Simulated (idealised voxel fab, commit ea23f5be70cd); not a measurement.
The following is a process module called voxel capacitor over wiring.
Section shown: cut. Width: 195 nm. Cell size: 5 nm, square.
How to read a cross-section here: the picture is a grid of square cells, written as bands going from the top down, and any band can span one or more rows of cells.
It is stipulated that each band's entry specify, in nanometres, the height of the top of the band and then that of its bottom, followed by the materials of the band in left-to-right sequence, each together with its width in nanometres. A single material marked by the word "edge to edge" is understood to fill the band from edge to edge; the word "empty" is understood to denote empty space.
We count height from 0. Below that, the starting wafer is all one material. The lowest band never ends at the bottom but goes on down; see "top 0, no bottom" for how that is written.
Width: "30 to 40" (first number = top row, second number = bottom row, same change from row to row of cells).
For the purposes of this document, the phrase "remained unchanged" attached to a step denotes that no cell within the cross-section was modified by that step.
Look at "Sealed cavities" for the closed voids: empty spaces with no open path to the top, sized 8 cells or up. Each is width x height at distance, distance from the left edge, all nm.
On each step's line, the part that comes after the settings is the simulator's own comment on the step.
Regarding "overlay nm": on a step with a mask, it is the distance the mask lay to the right of its planned place; a negative value places it to the left.
-- This section lists the process steps that were planned
| 1 | RECEIVE with material Si |
| 2 | CONFORMAL_DEP with material SiO2, thk nm 15 |
| 3 | CONFORMAL_DEP with material SiN, thk nm 5 |
| 4 | DIRECTIONAL_DEP with material lowk, thk nm 15 |
| 5 | DIRECTIONAL_DEP with material aC, thk nm 15 |
| 6 | PATTERN with tone open, mask id METAL_1, material resist, width nm 30, pitch nm 80, thk nm 30, overlay nm 0 |
| 7 | DIRECTIONAL_ETCH with etch materials aC, depth nm 15 |
| 8 | STRIP with etch materials resist |
| 9 | DIRECTIONAL_ETCH with etch materials lowk, depth nm 15 |
| 10 | DIRECTIONAL_ETCH with etch materials SiN, depth nm 5 |
| 11 | STRIP with etch materials aC |
| 12 | CONFORMAL_DEP with material TiN, thk nm 5 |
| 13 | FILL_DEP with material Ru, thk nm 10 |
| 14 | CMP with height nm 35 |
| 15 | CONFORMAL_DEP with material SiCN, thk nm 5 |
| 16 | DIRECTIONAL_DEP with material SiO2, thk nm 15 |
| 17 | MASKED_ETCH with tone open, mask id PLUG_1, width nm 15, etch materials SiO2, depth nm 15, overlay nm 0 |
| 18 | MASKED_ETCH with tone open, mask id PLUG_1, width nm 15, etch materials SiCN, depth nm 5, overlay nm 0 |
| 19 | EPI with material Ru, thk nm 10 |
| 20 | EPI with material Ru, thk nm 10 |
| 21 | DIRECTIONAL_DEP with material TiN, thk nm 5 |
| 22 | DIRECTIONAL_DEP with material HfO2, thk nm 5 |
| 23 | DIRECTIONAL_DEP with material TiN, thk nm 5 |
| 24 | MASKED_ETCH with tone cover, mask id UPPER_PLATE, width nm 55, etch materials TiN, depth nm 5, overlay nm 0 |
| 25 | MASKED_ETCH with tone cover, mask id UPPER_PLATE, width nm 55, etch materials HfO2, depth nm 5, overlay nm 0 |
| 26 | MASKED_ETCH with tone cover, mask id LOWER_PLATE, width nm 65, etch materials TiN, depth nm 5, overlay nm 0 |
| 27 | FILL_DEP with material SiO2, thk nm 20 |
| 28 | CMP with height nm 85 |
| 29 | PATTERN with tone open, mask id PLUG_2, material resist, width nm 15, thk nm 15, overlay nm 0 |
| 30 | DIRECTIONAL_ETCH with etch materials SiO2, depth nm 15 |
| 31 | STRIP with etch materials resist |
| 32 | CONFORMAL_DEP with material TiN, thk nm 5 |
| 33 | FILL_DEP with material W, thk nm 5 |
| 34 | CMP with height nm 85 |
| 35 | CONFORMAL_DEP with material SiCN, thk nm 5 |
-- Cross-sectional view of the wafer in its as-received condition, corresponding to the state after step 1
top 0, no bottom  Si edge to edge
Sealed cavities: none
-- Run as planned - first of the two wafers cross-sectioned at the end of the module
top 90, bottom 85  SiCN edge to edge
top 85, bottom 75  SiO2 65 nm; TiN 5 nm; W 5 nm; TiN 5 nm; SiO2 115 nm
top 75, bottom 65  SiO2 65 to 55 nm; TiN 15 to 55 nm; SiO2 115 to 85 nm
top 65, bottom 60  SiO2 55 nm; HfO2 55 nm; SiO2 85 nm
top 60, bottom 55  SiO2 50 nm; TiN 65 nm; SiO2 80 nm
top 55, bottom 40  SiO2 55 nm; Ru 15 nm; SiO2 125 nm
top 40, bottom 35  SiCN 55 nm; Ru 15 nm; SiCN 125 nm
top 35, bottom 20  lowk 40 nm; TiN 5 nm; Ru 20 nm; TiN 5 nm; lowk 50 nm; TiN 5 nm; Ru 20 nm; TiN 5 nm; lowk 45 nm
top 20, bottom 15  SiN 40 nm; TiN 30 nm; SiN 50 nm; TiN 30 nm; SiN 45 nm
top 15, bottom 0  SiO2 edge to edge
top 0, no bottom  Si edge to edge
Sealed cavities: none
-- Cross-section, wafer two of two, end of module: same start and plan as wafer one, one error in execution
top 90, bottom 85  SiCN edge to edge
top 85, bottom 75  SiO2 75 nm; TiN 5 nm; W 5 nm; TiN 5 nm; SiO2 105 nm
top 75, bottom 65  SiO2 75 to 55 nm; TiN 15 to 55 nm; SiO2 105 to 85 nm
top 65, bottom 60  SiO2 55 nm; HfO2 55 nm; SiO2 85 nm
top 60, bottom 55  SiO2 50 nm; TiN 65 nm; SiO2 80 nm
top 55, bottom 40  SiO2 55 nm; Ru 15 nm; SiO2 125 nm
top 40, bottom 35  SiCN 55 nm; Ru 15 nm; SiCN 125 nm
top 35, bottom 20  lowk 40 nm; TiN 5 nm; Ru 20 nm; TiN 5 nm; lowk 50 nm; TiN 5 nm; Ru 20 nm; TiN 5 nm; lowk 45 nm
top 20, bottom 15  SiN 40 nm; TiN 30 nm; SiN 50 nm; TiN 30 nm; SiN 45 nm
top 15, bottom 0  SiO2 edge to edge
top 0, no bottom  Si edge to edge
Sealed cavities: none
Here's what went sideways: step 29: run off-plan, actual operation and settings PATTERN with tone open, mask id PLUG_2, material resist, width nm 15, thk nm 15, overlay nm 10
at the end the second wafer has, in cells: as many of each material as the first, in other places
